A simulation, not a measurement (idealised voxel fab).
The following is a process module called voxel wiring stack.
Cross-sectional view cut (width: 230 nm; square cell size: 5 nm).
For the purposes of this document, a cross-section shall be understood as a grid of square cells, specified as bands listed in top-to-bottom order, each band consisting of one or more rows of cells. Within each band entry, the heights of the top and of the bottom of the band appear first, in that order and in nm; the materials of the band then follow from left to right, each with its corresponding width in nm. The designation "all across" on a single material indicates that it fills the band from edge to edge; the designation "blank" indicates empty space. Zero point of the height axis is 0; under it, received wafer = one material. Lowest band: continues down indefinitely, "0 -> down". The two numbers in a width such as "30->40" mark its ends across the band: the first belongs to the top row of cells, the second to the bottom row, and from each row to the next the width moves by the same amount. A step reported as "no modifications" is a step in which no cell of the cross-section changed. Voids not open to the top, 8 cells minimum: see "Closed void roster". Written width x height at distance; distance is from the left edge; nm. If you see something after the settings on a step's line, that's the simulator's own remark about that step. What "overlay nm" on a step's line means: if the step has a mask, that mask lay this far to the right of its planned place, or, when the value is negative, to the left.
Process steps (planned)
- 1: RECEIVE (material Si)
- 2: CONFORMAL_DEP (material SiO2; thk nm 15)
- 3: CONFORMAL_DEP (material SiN; thk nm 5)
- 4: DIRECTIONAL_DEP (material lowk; thk nm 15)
- 5: PATTERN (tone open; mask id METAL_1; material resist; width nm 20; pitch nm 50; thk nm 20; overlay nm 0)
- 6: DIRECTIONAL_ETCH (etch materials lowk; depth nm 15)
- 7: DIRECTIONAL_ETCH (etch materials SiN; depth nm 5)
- 8: STRIP (etch materials resist)
- 9: CONFORMAL_DEP (material TiN; thk nm 5)
- 10: FILL_DEP (material W; thk nm 10)
- 11: CMP (height nm 35)
- 12: EPI (material Ru; thk nm 5)
- 13: FILL_DEP (material SiCN; thk nm 5)
- 14: DIRECTIONAL_DEP (material lowk; thk nm 30)
- 15: PATTERN (tone open; mask id METAL_2_HOLES; material resist; width nm 15; pitch nm 50; thk nm 20; overlay nm 0)
- 16: DIRECTIONAL_ETCH (etch materials lowk; depth nm 30)
- 17: STRIP (etch materials resist)
- 18: DIRECTIONAL_DEP (material aC; thk nm 15)
- 19: PATTERN (tone open; mask id METAL_2; material resist; width nm 20; pitch nm 50; thk nm 30; overlay nm 0)
- 20: DIRECTIONAL_ETCH (etch materials aC; depth nm 15)
- 21: STRIP (etch materials resist)
- 22: DIRECTIONAL_ETCH (etch materials lowk; depth nm 20)
- 23: DIRECTIONAL_ETCH (etch materials SiCN; depth nm 5)
- 24: STRIP (etch materials aC)
- 25: CONFORMAL_DEP (material TiN; thk nm 5)
- 26: FILL_DEP (material Cu; thk nm 5)
- 27: CMP (height nm 75)
- 28: CONFORMAL_DEP (material SiCN; thk nm 5)
- 29: DIRECTIONAL_DEP (material lowk; thk nm 25)
- 30: MASKED_ETCH (tone open; mask id METAL_3_HOLES; width nm 15; pitch nm 50; etch materials lowk; depth nm 25; overlay nm 0)
- 31: DIRECTIONAL_DEP (material aC; thk nm 10)
- 32: PATTERN (tone open; mask id METAL_3; material resist; width nm 20; pitch nm 50; thk nm 30; overlay nm 0)
- 33: DIRECTIONAL_ETCH (etch materials aC; depth nm 10)
- 34: STRIP (etch materials resist)
- 35: DIRECTIONAL_ETCH (etch materials lowk; depth nm 15)
- 36: DIRECTIONAL_ETCH (etch materials SiCN; depth nm 5)
- 37: STRIP (etch materials aC)
- 38: CONFORMAL_DEP (material TiN; thk nm 5)
- 39: FILL_DEP (material Ru; thk nm 5)
- 40: CMP (height nm 105)
- 41: CONFORMAL_DEP (material SiN; thk nm 5)
The first of two wafers, run as planned
Cross-section of the wafer upon arrival, representing the state reached after step 1
* 0 -> down | Si all across
* Closed void roster: none
The following cross-section depicts the wafer upon completion of step 2
* 15 -> 0 | SiO2 all across
* Lower than 0, everything is as it was.
The following cross-section depicts the wafer upon completion of step 3
* 20 -> 15 | SiN all across
* Lower than 15, everything is as it was.
The following cross-section depicts the wafer upon completion of step 4
* 35 -> 20 | lowk all across
* Lower than 20, everything is as it was.
The following cross-section depicts the wafer upon completion of step 5
* 55 -> 35 | 30 nm resist  20 nm blank  30 nm resist  20 nm blank  30 nm resist  20 nm blank  30 nm resist  20 nm blank  30 nm resist
* Lower than 35, everything is as it was.
The following cross-section depicts the wafer upon completion of step 6
* 55 -> 35 | 30 nm resist  20 nm blank  30 nm resist  20 nm blank  30 nm resist  20 nm blank  30 nm resist  20 nm blank  30 nm resist
* 35 -> 20 | 30 nm lowk  20 nm blank  30 nm lowk  20 nm blank  30 nm lowk  20 nm blank  30 nm lowk  20 nm blank  30 nm lowk
* Lower than 20, everything is as it was.
The following cross-section depicts the wafer upon completion of step 7
* 55 -> 35 | 30 nm resist  20 nm blank  30 nm resist  20 nm blank  30 nm resist  20 nm blank  30 nm resist  20 nm blank  30 nm resist
* 35 -> 20 | 30 nm lowk  20 nm blank  30 nm lowk  20 nm blank  30 nm lowk  20 nm blank  30 nm lowk  20 nm blank  30 nm lowk
* 20 -> 15 | 30 nm SiN  20 nm blank  30 nm SiN  20 nm blank  30 nm SiN  20 nm blank  30 nm SiN  20 nm blank  30 nm SiN
* Lower than 15, everything is as it was.
The following cross-section depicts the wafer upon completion of step 8
* 35 -> 20 | 30 nm lowk  20 nm blank  30 nm lowk  20 nm blank  30 nm lowk  20 nm blank  30 nm lowk  20 nm blank  30 nm lowk
* Lower than 20, everything is as it was.
The following cross-section depicts the wafer upon completion of step 9
* 40 -> 35 | 35 nm TiN  10 nm blank  40 nm TiN  10 nm blank  40 nm TiN  10 nm blank  40 nm TiN  10 nm blank  35 nm TiN
* 35 -> 20 | 30 nm lowk  5 nm TiN  10 nm blank  5 nm TiN  30 nm lowk  5 nm TiN  10 nm blank  5 nm TiN  30 nm lowk  5 nm TiN  10 nm blank  5 nm TiN  30 nm lowk  5 nm TiN  10 nm blank  5 nm TiN  30 nm lowk
* 20 -> 15 | 30 nm SiN  20 nm TiN  30 nm SiN  20 nm TiN  30 nm SiN  20 nm TiN  30 nm SiN  20 nm TiN  30 nm SiN
* Lower than 15, everything is as it was.
The following cross-section depicts the wafer upon completion of step 10
* 50 -> 40 | W all across
* 40 -> 35 | 35 nm TiN  10 nm W  40 nm TiN  10 nm W  40 nm TiN  10 nm W  40 nm TiN  10 nm W  35 nm TiN
* 35 -> 20 | 30 nm lowk  5 nm TiN  10 nm W  5 nm TiN  30 nm lowk  5 nm TiN  10 nm W  5 nm TiN  30 nm lowk  5 nm TiN  10 nm W  5 nm TiN  30 nm lowk  5 nm TiN  10 nm W  5 nm TiN  30 nm lowk
* Lower than 20, everything is as it was.
The following cross-section depicts the wafer upon completion of step 11
* 35 -> 20 | 30 nm lowk  5 nm TiN  10 nm W  5 nm TiN  30 nm lowk  5 nm TiN  10 nm W  5 nm TiN  30 nm lowk  5 nm TiN  10 nm W  5 nm TiN  30 nm lowk  5 nm TiN  10 nm W  5 nm TiN  30 nm lowk
* Lower than 20, everything is as it was.
The following cross-section depicts the wafer upon completion of step 12
* 40 -> 35 | 25 nm blank  30 nm Ru  20 nm blank  30 nm Ru  20 nm blank  30 nm Ru  20 nm blank  30 nm Ru  25 nm blank
* Lower than 35, everything is as it was.
The following cross-section depicts the wafer upon completion of step 13
* 45 -> 40 | SiCN all across
* 40 -> 35 | 25 nm SiCN  30 nm Ru  20 nm SiCN  30 nm Ru  20 nm SiCN  30 nm Ru  20 nm SiCN  30 nm Ru  25 nm SiCN
* Lower than 35, everything is as it was.
The following cross-section depicts the wafer upon completion of step 14
* 75 -> 45 | lowk all across
* Lower than 45, everything is as it was.
The following cross-section depicts the wafer upon completion of step 15
* 95 -> 75 | 30 nm resist  15 nm blank  35 nm resist  15 nm blank  35 nm resist  15 nm blank  35 nm resist  15 nm blank  35 nm resist
* Lower than 75, everything is as it was.
The following cross-section depicts the wafer upon completion of step 16
* 95 -> 75 | 30 nm resist  15 nm blank  35 nm resist  15 nm blank  35 nm resist  15 nm blank  35 nm resist  15 nm blank  35 nm resist
* 75 -> 45 | 30 nm lowk  15 nm blank  35 nm lowk  15 nm blank  35 nm lowk  15 nm blank  35 nm lowk  15 nm blank  35 nm lowk
* Lower than 45, everything is as it was.
The following cross-section depicts the wafer upon completion of step 17
* 75 -> 45 | 30 nm lowk  15 nm blank  35 nm lowk  15 nm blank  35 nm lowk  15 nm blank  35 nm lowk  15 nm blank  35 nm lowk
* Lower than 45, everything is as it was.
The following cross-section depicts the wafer upon completion of step 18
* 90 -> 75 | 30 nm aC  15 nm blank  35 nm aC  15 nm blank  35 nm aC  15 nm blank  35 nm aC  15 nm blank  35 nm aC
* 75 -> 60 | 30 nm lowk  15 nm blank  35 nm lowk  15 nm blank  35 nm lowk  15 nm blank  35 nm lowk  15 nm blank  35 nm lowk
* 60 -> 45 | 30 nm lowk  15 nm aC  35 nm lowk  15 nm aC  35 nm lowk  15 nm aC  35 nm lowk  15 nm aC  35 nm lowk
* Lower than 45, everything is as it was.
The following cross-section depicts the wafer upon completion of step 19
* 120 -> 90 | 30 nm resist  20 nm blank  30 nm resist  20 nm blank  30 nm resist  20 nm blank  30 nm resist  20 nm blank  30 nm resist
* Lower than 90, everything is as it was.
The following cross-section depicts the wafer upon completion of step 20
* 105 -> 90 | 30 nm resist  20 nm blank  30 nm resist  20 nm blank  30 nm resist  20 nm blank  30 nm resist  20 nm blank  30 nm resist
* 90 -> 75 | 30 nm aC  20 nm blank  30 nm aC  20 nm blank  30 nm aC  20 nm blank  30 nm aC  20 nm blank  30 nm aC
* 75 -> 45 | 30 nm lowk  15 nm blank  35 nm lowk  15 nm blank  35 nm lowk  15 nm blank  35 nm lowk  15 nm blank  35 nm lowk
* Lower than 45, everything is as it was.
The following cross-section depicts the wafer upon completion of step 21
* 90 -> 75 | 30 nm aC  20 nm blank  30 nm aC  20 nm blank  30 nm aC  20 nm blank  30 nm aC  20 nm blank  30 nm aC
* Lower than 75, everything is as it was.
The following cross-section depicts the wafer upon completion of step 22
* 90 -> 75 | 30 nm aC  20 nm blank  30 nm aC  20 nm blank  30 nm aC  20 nm blank  30 nm aC  20 nm blank  30 nm aC
* 75 -> 55 | 30 nm lowk  20 nm blank  30 nm lowk  20 nm blank  30 nm lowk  20 nm blank  30 nm lowk  20 nm blank  30 nm lowk
* Lower than 55, everything is as it was.
The following cross-section depicts the wafer upon completion of step 23
* 90 -> 75 | 30 nm aC  20 nm blank  30 nm aC  20 nm blank  30 nm aC  20 nm blank  30 nm aC  20 nm blank  30 nm aC
* 75 -> 55 | 30 nm lowk  20 nm blank  30 nm lowk  20 nm blank  30 nm lowk  20 nm blank  30 nm lowk  20 nm blank  30 nm lowk
* 55 -> 45 | 30 nm lowk  15 nm blank  35 nm lowk  15 nm blank  35 nm lowk  15 nm blank  35 nm lowk  15 nm blank  35 nm lowk
* 45 -> 40 | 30 nm SiCN  15 nm blank  35 nm SiCN  15 nm blank  35 nm SiCN  15 nm blank  35 nm SiCN  15 nm blank  35 nm SiCN
* Lower than 40, everything is as it was.
The following cross-section depicts the wafer upon completion of step 24
* 75 -> 55 | 30 nm lowk  20 nm blank  30 nm lowk  20 nm blank  30 nm lowk  20 nm blank  30 nm lowk  20 nm blank  30 nm lowk
* Lower than 55, everything is as it was.
The following cross-section depicts the wafer upon completion of step 25
* 80 -> 75 | 35 nm TiN  10 nm blank  40 nm TiN  10 nm blank  40 nm TiN  10 nm blank  40 nm TiN  10 nm blank  35 nm TiN
* 75 -> 60 | 30 nm lowk  5 nm TiN  10 nm blank  5 nm TiN  30 nm lowk  5 nm TiN  10 nm blank  5 nm TiN  30 nm lowk  5 nm TiN  10 nm blank  5 nm TiN  30 nm lowk  5 nm TiN  10 nm blank  5 nm TiN  30 nm lowk
* 60 -> 55 | 30 nm lowk  5 nm TiN  5 nm blank  10 nm TiN  30 nm lowk  5 nm TiN  5 nm blank  10 nm TiN  30 nm lowk  5 nm TiN  5 nm blank  10 nm TiN  30 nm lowk  5 nm TiN  5 nm blank  10 nm TiN  30 nm lowk
* 55 -> 45 | 30 nm lowk  5 nm TiN  5 nm blank  5 nm TiN  35 nm lowk  5 nm TiN  5 nm blank  5 nm TiN  35 nm lowk  5 nm TiN  5 nm blank  5 nm TiN  35 nm lowk  5 nm TiN  5 nm blank  5 nm TiN  35 nm lowk
* 45 -> 40 | 30 nm SiCN  15 nm TiN  35 nm SiCN  15 nm TiN  35 nm SiCN  15 nm TiN  35 nm SiCN  15 nm TiN  35 nm SiCN
* Lower than 40, everything is as it was.
The following cross-section depicts the wafer upon completion of step 26
* 85 -> 80 | Cu all across
* 80 -> 75 | 35 nm TiN  10 nm Cu  40 nm TiN  10 nm Cu  40 nm TiN  10 nm Cu  40 nm TiN  10 nm Cu  35 nm TiN
* 75 -> 60 | 30 nm lowk  5 nm TiN  10 nm Cu  5 nm TiN  30 nm lowk  5 nm TiN  10 nm Cu  5 nm TiN  30 nm lowk  5 nm TiN  10 nm Cu  5 nm TiN  30 nm lowk  5 nm TiN  10 nm Cu  5 nm TiN  30 nm lowk
* 60 -> 55 | 30 nm lowk  5 nm TiN  5 nm Cu  10 nm TiN  30 nm lowk  5 nm TiN  5 nm Cu  10 nm TiN  30 nm lowk  5 nm TiN  5 nm Cu  10 nm TiN  30 nm lowk  5 nm TiN  5 nm Cu  10 nm TiN  30 nm lowk
* 55 -> 45 | 30 nm lowk  5 nm TiN  5 nm Cu  5 nm TiN  35 nm lowk  5 nm TiN  5 nm Cu  5 nm TiN  35 nm lowk  5 nm TiN  5 nm Cu  5 nm TiN  35 nm lowk  5 nm TiN  5 nm Cu  5 nm TiN  35 nm lowk
* Lower than 45, everything is as it was.
The following cross-section depicts the wafer upon completion of step 27
* 75 -> 60 | 30 nm lowk  5 nm TiN  10 nm Cu  5 nm TiN  30 nm lowk  5 nm TiN  10 nm Cu  5 nm TiN  30 nm lowk  5 nm TiN  10 nm Cu  5 nm TiN  30 nm lowk  5 nm TiN  10 nm Cu  5 nm TiN  30 nm lowk
* Lower than 60, everything is as it was.
The following cross-section depicts the wafer upon completion of step 28
* 80 -> 75 | SiCN all across
* Lower than 75, everything is as it was.
The following cross-section depicts the wafer upon completion of step 29
* 105 -> 80 | lowk all across
* Lower than 80, everything is as it was.
The following cross-section depicts the wafer upon completion of step 30
* 105 -> 80 | 30 nm lowk  15 nm blank  35 nm lowk  15 nm blank  35 nm lowk  15 nm blank  35 nm lowk  15 nm blank  35 nm lowk
* Lower than 80, everything is as it was.
The following cross-section depicts the wafer upon completion of step 31
* 115 -> 105 | 30 nm aC  15 nm blank  35 nm aC  15 nm blank  35 nm aC  15 nm blank  35 nm aC  15 nm blank  35 nm aC
* 105 -> 90 | 30 nm lowk  15 nm blank  35 nm lowk  15 nm blank  35 nm lowk  15 nm blank  35 nm lowk  15 nm blank  35 nm lowk
* 90 -> 80 | 30 nm lowk  15 nm aC  35 nm lowk  15 nm aC  35 nm lowk  15 nm aC  35 nm lowk  15 nm aC  35 nm lowk
* Lower than 80, everything is as it was.
The following cross-section depicts the wafer upon completion of step 32
* 145 -> 115 | 30 nm resist  20 nm blank  30 nm resist  20 nm blank  30 nm resist  20 nm blank  30 nm resist  20 nm blank  30 nm resist
* Lower than 115, everything is as it was.
The following cross-section depicts the wafer upon completion of step 33
* 135 -> 115 | 30 nm resist  20 nm blank  30 nm resist  20 nm blank  30 nm resist  20 nm blank  30 nm resist  20 nm blank  30 nm resist
* 115 -> 105 | 30 nm aC  20 nm blank  30 nm aC  20 nm blank  30 nm aC  20 nm blank  30 nm aC  20 nm blank  30 nm aC
* 105 -> 80 | 30 nm lowk  15 nm blank  35 nm lowk  15 nm blank  35 nm lowk  15 nm blank  35 nm lowk  15 nm blank  35 nm lowk
* Lower than 80, everything is as it was.
The following cross-section depicts the wafer upon completion of step 34
* 115 -> 105 | 30 nm aC  20 nm blank  30 nm aC  20 nm blank  30 nm aC  20 nm blank  30 nm aC  20 nm blank  30 nm aC
* Lower than 105, everything is as it was.
The following cross-section depicts the wafer upon completion of step 35
* 115 -> 105 | 30 nm aC  20 nm blank  30 nm aC  20 nm blank  30 nm aC  20 nm blank  30 nm aC  20 nm blank  30 nm aC
* 105 -> 90 | 30 nm lowk  20 nm blank  30 nm lowk  20 nm blank  30 nm lowk  20 nm blank  30 nm lowk  20 nm blank  30 nm lowk
* Lower than 90, everything is as it was.
The following cross-section depicts the wafer upon completion of step 36
* 115 -> 105 | 30 nm aC  20 nm blank  30 nm aC  20 nm blank  30 nm aC  20 nm blank  30 nm aC  20 nm blank  30 nm aC
* 105 -> 90 | 30 nm lowk  20 nm blank  30 nm lowk  20 nm blank  30 nm lowk  20 nm blank  30 nm lowk  20 nm blank  30 nm lowk
* 90 -> 80 | 30 nm lowk  15 nm blank  35 nm lowk  15 nm blank  35 nm lowk  15 nm blank  35 nm lowk  15 nm blank  35 nm lowk
* 80 -> 75 | 30 nm SiCN  15 nm blank  35 nm SiCN  15 nm blank  35 nm SiCN  15 nm blank  35 nm SiCN  15 nm blank  35 nm SiCN
* Lower than 75, everything is as it was.
The following cross-section depicts the wafer upon completion of step 37
* 105 -> 90 | 30 nm lowk  20 nm blank  30 nm lowk  20 nm blank  30 nm lowk  20 nm blank  30 nm lowk  20 nm blank  30 nm lowk
* Lower than 90, everything is as it was.
The following cross-section depicts the wafer upon completion of step 38
* 110 -> 105 | 35 nm TiN  10 nm blank  40 nm TiN  10 nm blank  40 nm TiN  10 nm blank  40 nm TiN  10 nm blank  35 nm TiN
* 105 -> 95 | 30 nm lowk  5 nm TiN  10 nm blank  5 nm TiN  30 nm lowk  5 nm TiN  10 nm blank  5 nm TiN  30 nm lowk  5 nm TiN  10 nm blank  5 nm TiN  30 nm lowk  5 nm TiN  10 nm blank  5 nm TiN  30 nm lowk
* 95 -> 90 | 30 nm lowk  5 nm TiN  5 nm blank  10 nm TiN  30 nm lowk  5 nm TiN  5 nm blank  10 nm TiN  30 nm lowk  5 nm TiN  5 nm blank  10 nm TiN  30 nm lowk  5 nm TiN  5 nm blank  10 nm TiN  30 nm lowk
* 90 -> 80 | 30 nm lowk  5 nm TiN  5 nm blank  5 nm TiN  35 nm lowk  5 nm TiN  5 nm blank  5 nm TiN  35 nm lowk  5 nm TiN  5 nm blank  5 nm TiN  35 nm lowk  5 nm TiN  5 nm blank  5 nm TiN  35 nm lowk
* 80 -> 75 | 30 nm SiCN  15 nm TiN  35 nm SiCN  15 nm TiN  35 nm SiCN  15 nm TiN  35 nm SiCN  15 nm TiN  35 nm SiCN
* Lower than 75, everything is as it was.
The following cross-section depicts the wafer upon completion of step 39
* 115 -> 110 | Ru all across
* 110 -> 105 | 35 nm TiN  10 nm Ru  40 nm TiN  10 nm Ru  40 nm TiN  10 nm Ru  40 nm TiN  10 nm Ru  35 nm TiN
* 105 -> 95 | 30 nm lowk  5 nm TiN  10 nm Ru  5 nm TiN  30 nm lowk  5 nm TiN  10 nm Ru  5 nm TiN  30 nm lowk  5 nm TiN  10 nm Ru  5 nm TiN  30 nm lowk  5 nm TiN  10 nm Ru  5 nm TiN  30 nm lowk
* 95 -> 90 | 30 nm lowk  5 nm TiN  5 nm Ru  10 nm TiN  30 nm lowk  5 nm TiN  5 nm Ru  10 nm TiN  30 nm lowk  5 nm TiN  5 nm Ru  10 nm TiN  30 nm lowk  5 nm TiN  5 nm Ru  10 nm TiN  30 nm lowk
* 90 -> 80 | 30 nm lowk  5 nm TiN  5 nm Ru  5 nm TiN  35 nm lowk  5 nm TiN  5 nm Ru  5 nm TiN  35 nm lowk  5 nm TiN  5 nm Ru  5 nm TiN  35 nm lowk  5 nm TiN  5 nm Ru  5 nm TiN  35 nm lowk
* Lower than 80, everything is as it was.
The following cross-section depicts the wafer upon completion of step 40
* 105 -> 95 | 30 nm lowk  5 nm TiN  10 nm Ru  5 nm TiN  30 nm lowk  5 nm TiN  10 nm Ru  5 nm TiN  30 nm lowk  5 nm TiN  10 nm Ru  5 nm TiN  30 nm lowk  5 nm TiN  10 nm Ru  5 nm TiN  30 nm lowk
* Lower than 95, everything is as it was.
The following cross-section depicts the wafer upon completion of step 41
* 110 -> 105 | SiN all across
* Lower than 105, everything is as it was.
Notes, second wafer: start = first wafer's, plan = first wafer's, execution had one mistake; history identical to first through step 27
Cross-sectional representation of the second wafer at the time designated in the plan for the completion of step 28
* 100 -> 75 | lowk all across
* Lower than 75, everything is as it was.
Cross-sectional representation of the second wafer at the time designated in the plan for the completion of step 29
* 105 -> 100 | SiCN all across
* Lower than 100, everything is as it was.
Cross-sectional representation of the second wafer at the time designated in the plan for the completion of step 30: no modifications
Cross-sectional representation of the second wafer at the time designated in the plan for the completion of step 31
* 115 -> 105 | aC all across
* Lower than 105, everything is as it was.
Cross-sectional representation of the second wafer at the time designated in the plan for the completion of step 32
* 145 -> 115 | 30 nm resist  20 nm blank  30 nm resist  20 nm blank  30 nm resist  20 nm blank  30 nm resist  20 nm blank  30 nm resist
* Lower than 115, everything is as it was.
Cross-sectional representation of the second wafer at the time designated in the plan for the completion of step 33
* 135 -> 115 | 30 nm resist  20 nm blank  30 nm resist  20 nm blank  30 nm resist  20 nm blank  30 nm resist  20 nm blank  30 nm resist
* 115 -> 105 | 30 nm aC  20 nm blank  30 nm aC  20 nm blank  30 nm aC  20 nm blank  30 nm aC  20 nm blank  30 nm aC
* Lower than 105, everything is as it was.
Cross-sectional representation of the second wafer at the time designated in the plan for the completion of step 34
* 115 -> 105 | 30 nm aC  20 nm blank  30 nm aC  20 nm blank  30 nm aC  20 nm blank  30 nm aC  20 nm blank  30 nm aC
* Lower than 105, everything is as it was.
Cross-sectional representation of the second wafer at the time designated in the plan for the completion of step 35: no modifications
Cross-sectional representation of the second wafer at the time designated in the plan for the completion of step 36
* 115 -> 105 | 30 nm aC  20 nm blank  30 nm aC  20 nm blank  30 nm aC  20 nm blank  30 nm aC  20 nm blank  30 nm aC
* 105 -> 100 | 30 nm SiCN  20 nm blank  30 nm SiCN  20 nm blank  30 nm SiCN  20 nm blank  30 nm SiCN  20 nm blank  30 nm SiCN
* Lower than 100, everything is as it was.
Cross-sectional representation of the second wafer at the time designated in the plan for the completion of step 37
* 105 -> 100 | 30 nm SiCN  20 nm blank  30 nm SiCN  20 nm blank  30 nm SiCN  20 nm blank  30 nm SiCN  20 nm blank  30 nm SiCN
* Lower than 100, everything is as it was.
Cross-sectional representation of the second wafer at the time designated in the plan for the completion of step 38
* 110 -> 105 | 35 nm TiN  10 nm blank  40 nm TiN  10 nm blank  40 nm TiN  10 nm blank  40 nm TiN  10 nm blank  35 nm TiN
* 105 -> 100 | 30 nm SiCN  20 nm TiN  30 nm SiCN  20 nm TiN  30 nm SiCN  20 nm TiN  30 nm SiCN  20 nm TiN  30 nm SiCN
* Lower than 100, everything is as it was.
Cross-sectional representation of the second wafer at the time designated in the plan for the completion of step 39
* 115 -> 110 | Ru all across
* 110 -> 105 | 35 nm TiN  10 nm Ru  40 nm TiN  10 nm Ru  40 nm TiN  10 nm Ru  40 nm TiN  10 nm Ru  35 nm TiN
* Lower than 105, everything is as it was.
Cross-sectional representation of the second wafer at the time designated in the plan for the completion of step 40
* 105 -> 100 | 30 nm SiCN  20 nm TiN  30 nm SiCN  20 nm TiN  30 nm SiCN  20 nm TiN  30 nm SiCN  20 nm TiN  30 nm SiCN
* Lower than 100, everything is as it was.
Cross-sectional representation of the second wafer at the time designated in the plan for the completion of step 41
* 110 -> 105 | SiN all across
* Lower than 105, everything is as it was.
Deviation from plan: plan steps 28 and 29 run swapped
The second wafer ends with more or fewer cells of some materials than the first, per final count: Ru: 28 fewer | SiCN: 4 fewer | TiN: 40 fewer | lowk: 72 more
